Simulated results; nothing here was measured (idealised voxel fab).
The document below concerns the process module designated voxel released beams.
For reference, the cross-section in this document is cut, with width 270 nm and square cells of 5 nm.
In this document a cross-section is written as a grid of square cells. It is given as a series of bands, listed from the top down, and a band is one or more rows of cells.
What a band's entry tells you: where the top is and where the bottom is, as heights in nm, and after that what lies inside, material by material from left to right, each with its width in nm. Empty space is written as the word "air", and a single material marked with the word "everywhere" occupies the band from edge to edge.
Height is counted from the level 0, under which the received wafer is composed throughout of one material. The lowest of the bands is not closed at the bottom but continues downward, in the notation "0 -> down".
It should be noted that a width expressed as "30->40" varies in equal increments from row to row of cells within the band, taking the value of the first number at the top row and that of the second number at the bottom row.
Take "remained the same" at face value: in the step it is given for, the cross-section changed in none of its cells.
Entry "Sealed-off cavities". Content: empty spaces with no open connection to the top, size 8 cells or greater. Each: width x height at distance. Distance: from left edge. Unit: nm.
Note: text after step settings on the step line = simulator remark on that step.
Steps that use a mask can have "overlay nm" on their line. It says how far the mask sat to the right of where it was meant to be. Negative means to the left.
**Process steps - plan**
1,RECEIVE | material Si
2,CONFORMAL_DEP | material Al2O3 | thk nm 10
3,DIRECTIONAL_DEP | material SiO2 | thk nm 15
4,PATTERN | tone open | mask id ANCHOR | material resist | width nm 40 | thk nm 15 | overlay nm 0
5,DIRECTIONAL_ETCH | etch materials SiO2 | depth nm 15
6,STRIP | etch materials resist
7,CONFORMAL_DEP | material polySi | thk nm 15
8,PATTERN | tone cover | mask id BEAM | material resist | width nm 125 | thk nm 20 | overlay nm 0
9,DIRECTIONAL_ETCH | etch materials polySi | depth nm 15
10,STRIP | etch materials resist
11,STRIP | etch materials SiO2
**Cross-section: wafer on arrival = after step 1**
- 0 -> down | Si everywhere
- Sealed-off cavities: none
**Run as planned - first of the two wafers cross-sectioned at the end of the module**
- 40 -> 25 | air=70, polySi=20, air=10, polySi=95, air=75
- 25 -> 10 | air=75, polySi=40, air=155
- 10 -> 0 | Al2O3 everywhere
- 0 -> down | Si everywhere
- Sealed-off cavities: none
**Here is the second of the two wafers cut open at the end of the module - same start, same plan as the first one, but we made one mistake running it**
- 40 -> 25 | air=70, polySi=60, air=140
- 25 -> 10 | air=60, polySi=15, SiO2=40, polySi=80, air=75
- 10 -> 0 | Al2O3 everywhere
- 0 -> down | Si everywhere
- Sealed-off cavities: none
Which mistake was made when the wafer was run? step 4 ran differently from the plan; actual operation with settings: PATTERN | tone cover | mask id ANCHOR | material resist | width nm 40 | thk nm 15 | overlay nm 0
Count the cells at the end and the second wafer has more or fewer of some materials than the first: SiO2 +24
